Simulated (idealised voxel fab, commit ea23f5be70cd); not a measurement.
process module | voxel wiring stack
cross-section cut | 240 nm wide | cells 5 nm
A cross-section is a grid of square cells, given in bands from the top down. A band is one or more rows of cells.
Each band's line starts with the height of the band's top and of its bottom, in nm. Then come its materials from left to right, each with its width in nm. One material with "throughout" fills the band from edge to edge. "air" is empty space.
Height 0 is the level under which the wafer as received is all one material. The lowest band goes on downwards, as in "0 down".
A width such as "30 to 40" changes by the same amount from each row of cells to the next, from the band's top row to its bottom row.
"no change" after a step means that no cell of the cross-section changed.
closed voids: empty space of 8 cells or more with no open way to the top, each as width x height at its distance from the left edge, in nm
after a step's settings: what the simulator itself notes on the step
overlay nm, on a step with a mask: how far to the right of its planned place the mask lay; to the left if negative
plan
1 op RECEIVE | material Si
2 op CONFORMAL_DEP | material SiO2 | thk nm 15
3 op DIRECTIONAL_DEP | material TiN | thk nm 5
4 op DIRECTIONAL_DEP | material W | thk nm 20
5 op DIRECTIONAL_DEP | material aC | thk nm 15
6 op PATTERN | tone cover | mask id METAL_1 | material resist | width nm 20 | pitch nm 40 | thk nm 35 | overlay nm 0
7 op DIRECTIONAL_ETCH | etch materials aC | depth nm 15
8 op STRIP | etch materials resist
9 op DIRECTIONAL_ETCH | etch materials W | depth nm 20
10 op DIRECTIONAL_ETCH | etch materials TiN | depth nm 5
11 op STRIP | etch materials aC
12 op CONFORMAL_DEP | material SiCN | thk nm 5
13 op FILL_DEP | material lowk | thk nm 5
14 op CMP | height nm 40
15 op CONFORMAL_DEP | material SiCN | thk nm 5
16 op DIRECTIONAL_DEP | material lowk | thk nm 20
17 op DIRECTIONAL_DEP | material aC | thk nm 15
18 op PATTERN | tone open | mask id PLUG_1 | material resist | width nm 15 | pitch nm 40 | thk nm 30 | overlay nm 0
19 op DIRECTIONAL_ETCH | etch materials aC | depth nm 15
20 op STRIP | etch materials resist
21 op DIRECTIONAL_ETCH | etch materials lowk | depth nm 20
22 op DIRECTIONAL_ETCH | etch materials SiCN | depth nm 5
23 op STRIP | etch materials aC
24 op EPI | material Ru | thk nm 10
25 op EPI | material Ru | thk nm 10
26 op EPI | material Ru | thk nm 5
27 op DIRECTIONAL_DEP | material TiN | thk nm 5
28 op DIRECTIONAL_DEP | material Ru | thk nm 15
29 op DIRECTIONAL_DEP | material aC | thk nm 10
30 op PATTERN | tone cover | mask id METAL_2 | material resist | width nm 20 | pitch nm 40 | thk nm 30 | overlay nm 0
31 op DIRECTIONAL_ETCH | etch materials aC | depth nm 10
32 op STRIP | etch materials resist
33 op DIRECTIONAL_ETCH | etch materials Ru | depth nm 15
34 op DIRECTIONAL_ETCH | etch materials TiN | depth nm 5
35 op STRIP | etch materials aC
36 op FILL_DEP | material SiO2 | thk nm 10
37 op CMP | height nm 85
38 op CONFORMAL_DEP | material SiN | thk nm 5
as received, after step 1
  0 down: Si throughout
  closed voids: none
a wafer at the end: this start, this plan, one mistake
  90 to 85: SiN throughout
  85 to 70: SiO2 50 | Ru 20 | SiO2 20 | Ru 20 | SiO2 20 | Ru 20 | SiO2 20 | Ru 20 | SiO2 50
  70 to 65: SiO2 50 | TiN 20 | SiO2 20 | TiN 20 | SiO2 20 | TiN 20 | SiO2 20 | TiN 20 | SiO2 50
  65 to 45: lowk 50 | Ru 15 | lowk 25 | Ru 15 | lowk 25 | Ru 15 | lowk 25 | Ru 15 | lowk 55
  45 to 40: SiCN 50 | Ru 15 | SiCN 25 | Ru 15 | SiCN 25 | Ru 15 | SiCN 25 | Ru 15 | SiCN 55
  40 to 20: lowk 45 | SiCN 5 | W 25 | SiCN 5 | lowk 5 | SiCN 5 | W 25 | SiCN 5 | lowk 5 | SiCN 5 | W 25 | SiCN 5 | lowk 5 | SiCN 5 | W 25 | SiCN 5 | lowk 40
  20 to 15: SiCN 50 | TiN 25 | SiCN 15 | TiN 25 | SiCN 15 | TiN 25 | SiCN 15 | TiN 25 | SiCN 45
  15 to 0: SiO2 throughout
  0 down: Si throughout
  closed voids: none
what went wrong: step 6 ran as: op PATTERN | tone cover | mask id METAL_1 | material resist | width nm 25 | pitch nm 40 | thk nm 35 | overlay nm 0
